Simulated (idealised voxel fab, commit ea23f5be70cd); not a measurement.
process module | voxel released beams
cross-section cut | 285 nm wide | cells 5 nm
A cross-section is a grid of square cells, given in bands from the top down. A band is one or more rows of cells.
Each band's line starts with the height of the band's top and of its bottom, in nm. Then come its materials from left to right, each with its width in nm. One material with "throughout" fills the band from edge to edge. "air" is empty space.
Height 0 is the level under which the wafer as received is all one material. The lowest band goes on downwards, as in "0 down".
A width such as "30 to 40" changes by the same amount from each row of cells to the next, from the band's top row to its bottom row.
"no change" after a step means that no cell of the cross-section changed.
closed voids: empty space of 8 cells or more with no open way to the top, each as width x height at its distance from the left edge, in nm
after a step's settings: what the simulator itself notes on the step
overlay nm, on a step with a mask: how far to the right of its planned place the mask lay; to the left if negative
plan
1 op RECEIVE | material Si
2 op CONFORMAL_DEP | material Al2O3 | thk nm 5
3 op DIRECTIONAL_DEP | material SiO2 | thk nm 20
4 op MASKED_ETCH | tone open | mask id ANCHOR | width nm 35 | etch materials SiO2 | depth nm 20 | overlay nm 0
5 op CONFORMAL_DEP | material polySi | thk nm 15
6 op MASKED_ETCH | tone cover | mask id BEAM | width nm 90 | etch materials polySi | depth nm 15 | overlay nm 0
7 op STRIP | etch materials SiO2
as received, after step 1
  0 down: Si throughout
  closed voids: none
a wafer at the end: this start, this plan, one mistake
  55 to 40: air 95 | polySi 90 | air 100
  40 to 25: polySi throughout
  25 to 5: SiO2 100 | polySi 35 | SiO2 150
  5 to 0: Al2O3 throughout
  0 down: Si throughout
  closed voids: none
what went wrong: step 5 was run twice
